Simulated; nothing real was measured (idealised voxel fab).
You're looking at the process module voxel air gaps.
The width of the displayed cross-section, cut, is 275 nm; its cells are square, with a size of 5 nm.
Just so we're on the same page, the cross-sections are grids of square cells, and they're listed out in bands top to bottom, each band one or more rows deep.
Within each band entry, the heights of the top and of the bottom of the band appear first, in that order and in nm; the materials of the band then follow from left to right, each with its corresponding width in nm. The designation "full width" on a single material indicates that it fills the band from edge to edge; the designation "air" indicates empty space.
Height is counted from the level 0, under which the received wafer is composed throughout of one material. The lowest of the bands is not closed at the bottom but continues downward, in the notation "0 down".
Note: "30->40" means the width goes from the first number (top row of the band) to the second number (bottom row) in equal steps per row of cells.
"no change occurred", as given for a step, is the statement that not any cell of the cross-section underwent a change during that step.
This entry, "Trapped voids", enumerates those empty regions of no fewer than 8 cells that possess no open connection to the top. Each region is reported in the form width x height at distance, the distance being taken from the left edge, with all three quantities expressed in nm.
What comes after the settings on a step's line is commentary from the simulator itself on that step.
overlay nm: how far to the right of its planned place the mask lay on this masked step (negative: to the left).

[Process steps - plan]
1 op RECEIVE | material Si
2 op CONFORMAL_DEP | material SiO2 | thk nm 10
3 op CONFORMAL_DEP | material SiN | thk nm 5
4 op DIRECTIONAL_DEP | material SiO2 | thk nm 35
5 op MASKED_ETCH | tone open | mask id LINES | width nm 20 | pitch nm 50 | etch materials SiO2 | depth nm 35 | overlay nm 0
6 op CONFORMAL_DEP | material TiN | thk nm 5
7 op FILL_DEP | material W | thk nm 10
8 op CMP | height nm 50
9 op EPI | material Ru | thk nm 10
10 op SELECTIVE_ETCH | etch materials SiO2 | depth nm 45
11 op CONFORMAL_DEP | material SiN | thk nm 5

[What follows covers the first of two wafers; it ran as planned]

[Cross-section of the wafer at receipt, which is the condition after step 1]
* 0 down = Si full width
* Trapped voids: none

[Once step 2 is through, the wafer looks like this in cross-section]
* 10 to 0 = SiO2 full width
* Everything below 0 is unchanged.

[Once step 3 is through, the wafer looks like this in cross-section]
* 15 to 10 = SiN full width
* Everything below 10 is unchanged.

[Once step 4 is through, the wafer looks like this in cross-section]
* 50 to 15 = SiO2 full width
* Everything below 15 is unchanged.

[Once step 5 is through, the wafer looks like this in cross-section]
* 50 to 15 = 50 nm SiO2, then 20 nm air, then 30 nm SiO2, then 20 nm air, then 30 nm SiO2, then 20 nm air, then 30 nm SiO2, then 20 nm air, then 55 nm SiO2
* Everything below 15 is unchanged.

[Once step 6 is through, the wafer looks like this in cross-section]
* 55 to 50 = 55 nm TiN, then 10 nm air, then 40 nm TiN, then 10 nm air, then 40 nm TiN, then 10 nm air, then 40 nm TiN, then 10 nm air, then 60 nm TiN
* 50 to 20 = 50 nm SiO2, then 5 nm TiN, then 10 nm air, then 5 nm TiN, then 30 nm SiO2, then 5 nm TiN, then 10 nm air, then 5 nm TiN, then 30 nm SiO2, then 5 nm TiN, then 10 nm air, then 5 nm TiN, then 30 nm SiO2, then 5 nm TiN, then 10 nm air, then 5 nm TiN, then 55 nm SiO2
* 20 to 15 = 50 nm SiO2, then 20 nm TiN, then 30 nm SiO2, then 20 nm TiN, then 30 nm SiO2, then 20 nm TiN, then 30 nm SiO2, then 20 nm TiN, then 55 nm SiO2
* Everything below 15 is unchanged.

[Once step 7 is through, the wafer looks like this in cross-section]
* 65 to 55 = W full width
* 55 to 50 = 55 nm TiN, then 10 nm W, then 40 nm TiN, then 10 nm W, then 40 nm TiN, then 10 nm W, then 40 nm TiN, then 10 nm W, then 60 nm TiN
* 50 to 20 = 50 nm SiO2, then 5 nm TiN, then 10 nm W, then 5 nm TiN, then 30 nm SiO2, then 5 nm TiN, then 10 nm W, then 5 nm TiN, then 30 nm SiO2, then 5 nm TiN, then 10 nm W, then 5 nm TiN, then 30 nm SiO2, then 5 nm TiN, then 10 nm W, then 5 nm TiN, then 55 nm SiO2
* Everything below 20 is unchanged.

[Once step 8 is through, the wafer looks like this in cross-section]
* 50 to 20 = 50 nm SiO2, then 5 nm TiN, then 10 nm W, then 5 nm TiN, then 30 nm SiO2, then 5 nm TiN, then 10 nm W, then 5 nm TiN, then 30 nm SiO2, then 5 nm TiN, then 10 nm W, then 5 nm TiN, then 30 nm SiO2, then 5 nm TiN, then 10 nm W, then 5 nm TiN, then 55 nm SiO2
* Everything below 20 is unchanged.

[Once step 9 is through, the wafer looks like this in cross-section]
* 60 to 50 = 40 nm air, then 40 nm Ru, then 10 nm air, then 40 nm Ru, then 10 nm air, then 40 nm Ru, then 10 nm air, then 40 nm Ru, then 45 nm air
* Everything below 50 is unchanged.

[Once step 10 is through, the wafer looks like this in cross-section]
* 60 to 50 = 40 nm air, then 40 nm Ru, then 10 nm air, then 40 nm Ru, then 10 nm air, then 40 nm Ru, then 10 nm air, then 40 nm Ru, then 45 nm air
* 50 to 20 = 50 nm air, then 5 nm TiN, then 10 nm W, then 5 nm TiN, then 30 nm air, then 5 nm TiN, then 10 nm W, then 5 nm TiN, then 30 nm air, then 5 nm TiN, then 10 nm W, then 5 nm TiN, then 30 nm air, then 5 nm TiN, then 10 nm W, then 5 nm TiN, then 55 nm air
* 20 to 15 = 50 nm air, then 20 nm TiN, then 30 nm air, then 20 nm TiN, then 30 nm air, then 20 nm TiN, then 30 nm air, then 20 nm TiN, then 55 nm air
* Everything below 15 is unchanged.

[Once step 11 is through, the wafer looks like this in cross-section]
* 65 to 60 = 35 nm air, then 200 nm SiN, then 40 nm air
* 60 to 50 = 35 nm air, then 5 nm SiN, then 40 nm Ru, then 10 nm SiN, then 40 nm Ru, then 10 nm SiN, then 40 nm Ru, then 10 nm SiN, then 40 nm Ru, then 5 nm SiN, then 40 nm air
* 50 to 45 = 35 nm air, then 15 nm SiN, then 5 nm TiN, then 10 nm W, then 5 nm TiN, then 30 nm SiN, then 5 nm TiN, then 10 nm W, then 5 nm TiN, then 30 nm SiN, then 5 nm TiN, then 10 nm W, then 5 nm TiN, then 30 nm SiN, then 5 nm TiN, then 10 nm W, then 5 nm TiN, then 15 nm SiN, then 40 nm air
* 45 to 20 = 45 nm air, then 5 nm SiN, then 5 nm TiN, then 10 nm W, then 5 nm TiN, then 5 nm SiN, then 20 nm air, then 5 nm SiN, then 5 nm TiN, then 10 nm W, then 5 nm TiN, then 5 nm SiN, then 20 nm air, then 5 nm SiN, then 5 nm TiN, then 10 nm W, then 5 nm TiN, then 5 nm SiN, then 20 nm air, then 5 nm SiN, then 5 nm TiN, then 10 nm W, then 5 nm TiN, then 5 nm SiN, then 50 nm air
* 20 to 15 = 50 nm SiN, then 20 nm TiN, then 30 nm SiN, then 20 nm TiN, then 30 nm SiN, then 20 nm TiN, then 30 nm SiN, then 20 nm TiN, then 55 nm SiN
* Everything below 15 is unchanged.
* Trapped voids: 20 x 25 at 75; 20 x 25 at 125; 20 x 25 at 175

[Okay, second wafer. Nothing different at the start, nothing different in the plan, just one mistake somewhere in the running. As far as step 4, counting that step, it's the first wafer all over again]

[Cross-sectional view of the second wafer at the intended end time of process step 5]
* 50 to 15 = 50 nm SiO2, then 25 nm air, then 25 nm SiO2, then 25 nm air, then 25 nm SiO2, then 25 nm air, then 25 nm SiO2, then 25 nm air, then 50 nm SiO2
* Everything below 15 is unchanged.

[Cross-sectional view of the second wafer at the intended end time of process step 6]
* 55 to 50 = 55 nm TiN, then 15 nm air, then 35 nm TiN, then 15 nm air, then 35 nm TiN, then 15 nm air, then 35 nm TiN, then 15 nm air, then 55 nm TiN
* 50 to 20 = 50 nm SiO2, then 5 nm TiN, then 15 nm air, then 5 nm TiN, then 25 nm SiO2, then 5 nm TiN, then 15 nm air, then 5 nm TiN, then 25 nm SiO2, then 5 nm TiN, then 15 nm air, then 5 nm TiN, then 25 nm SiO2, then 5 nm TiN, then 15 nm air, then 5 nm TiN, then 50 nm SiO2
* 20 to 15 = 50 nm SiO2, then 25 nm TiN, then 25 nm SiO2, then 25 nm TiN, then 25 nm SiO2, then 25 nm TiN, then 25 nm SiO2, then 25 nm TiN, then 50 nm SiO2
* Everything below 15 is unchanged.

[Cross-sectional view of the second wafer at the intended end time of process step 7]
* 65 to 55 = W full width
* 55 to 50 = 55 nm TiN, then 15 nm W, then 35 nm TiN, then 15 nm W, then 35 nm TiN, then 15 nm W, then 35 nm TiN, then 15 nm W, then 55 nm TiN
* 50 to 20 = 50 nm SiO2, then 5 nm TiN, then 15 nm W, then 5 nm TiN, then 25 nm SiO2, then 5 nm TiN, then 15 nm W, then 5 nm TiN, then 25 nm SiO2, then 5 nm TiN, then 15 nm W, then 5 nm TiN, then 25 nm SiO2, then 5 nm TiN, then 15 nm W, then 5 nm TiN, then 50 nm SiO2
* Everything below 20 is unchanged.

[Cross-sectional view of the second wafer at the intended end time of process step 8]
* 50 to 20 = 50 nm SiO2, then 5 nm TiN, then 15 nm W, then 5 nm TiN, then 25 nm SiO2, then 5 nm TiN, then 15 nm W, then 5 nm TiN, then 25 nm SiO2, then 5 nm TiN, then 15 nm W, then 5 nm TiN, then 25 nm SiO2, then 5 nm TiN, then 15 nm W, then 5 nm TiN, then 50 nm SiO2
* Everything below 20 is unchanged.

[Cross-sectional view of the second wafer at the intended end time of process step 9]
* 60 to 50 = 40 nm air, then 45 nm Ru, then 5 nm air, then 45 nm Ru, then 5 nm air, then 45 nm Ru, then 5 nm air, then 45 nm Ru, then 40 nm air
* Everything below 50 is unchanged.

[Cross-sectional view of the second wafer at the intended end time of process step 10]
* 60 to 50 = 40 nm air, then 45 nm Ru, then 5 nm air, then 45 nm Ru, then 5 nm air, then 45 nm Ru, then 5 nm air, then 45 nm Ru, then 40 nm air
* 50 to 20 = 50 nm air, then 5 nm TiN, then 15 nm W, then 5 nm TiN, then 25 nm air, then 5 nm TiN, then 15 nm W, then 5 nm TiN, then 25 nm air, then 5 nm TiN, then 15 nm W, then 5 nm TiN, then 25 nm air, then 5 nm TiN, then 15 nm W, then 5 nm TiN, then 50 nm air
* 20 to 15 = 50 nm air, then 25 nm TiN, then 25 nm air, then 25 nm TiN, then 25 nm air, then 25 nm TiN, then 25 nm air, then 25 nm TiN, then 50 nm air
* Everything below 15 is unchanged.

[Cross-sectional view of the second wafer at the intended end time of process step 11]
* 65 to 60 = 35 nm air, then 205 nm SiN, then 35 nm air
* 60 to 50 = 35 nm air, then 5 nm SiN, then 45 nm Ru, then 5 nm SiN, then 45 nm Ru, then 5 nm SiN, then 45 nm Ru, then 5 nm SiN, then 45 nm Ru, then 5 nm SiN, then 35 nm air
* 50 to 45 = 35 nm air, then 15 nm SiN, then 5 nm TiN, then 15 nm W, then 5 nm TiN, then 25 nm SiN, then 5 nm TiN, then 15 nm W, then 5 nm TiN, then 25 nm SiN, then 5 nm TiN, then 15 nm W, then 5 nm TiN, then 25 nm SiN, then 5 nm TiN, then 15 nm W, then 5 nm TiN, then 15 nm SiN, then 35 nm air
* 45 to 20 = 45 nm air, then 5 nm SiN, then 5 nm TiN, then 15 nm W, then 5 nm TiN, then 5 nm SiN, then 15 nm air, then 5 nm SiN, then 5 nm TiN, then 15 nm W, then 5 nm TiN, then 5 nm SiN, then 15 nm air, then 5 nm SiN, then 5 nm TiN, then 15 nm W, then 5 nm TiN, then 5 nm SiN, then 15 nm air, then 5 nm SiN, then 5 nm TiN, then 15 nm W, then 5 nm TiN, then 5 nm SiN, then 45 nm air
* 20 to 15 = 50 nm SiN, then 25 nm TiN, then 25 nm SiN, then 25 nm TiN, then 25 nm SiN, then 25 nm TiN, then 25 nm SiN, then 25 nm TiN, then 50 nm SiN
* Everything below 15 is unchanged.
* Trapped voids: 15 x 25 at 80; 15 x 25 at 130; 15 x 25 at 180
So what did we get wrong on this run? step 5: run off-plan, actual operation and settings op MASKED_ETCH | tone open | mask id LINES | width nm 25 | pitch nm 50 | etch materials SiO2 | depth nm 35 | overlay nm 0
Counted in cells at the end, the second wafer holds more or fewer of these materials than the first: Ru: 8 more | SiN: 12 fewer | TiN: 4 more | W: 24 more
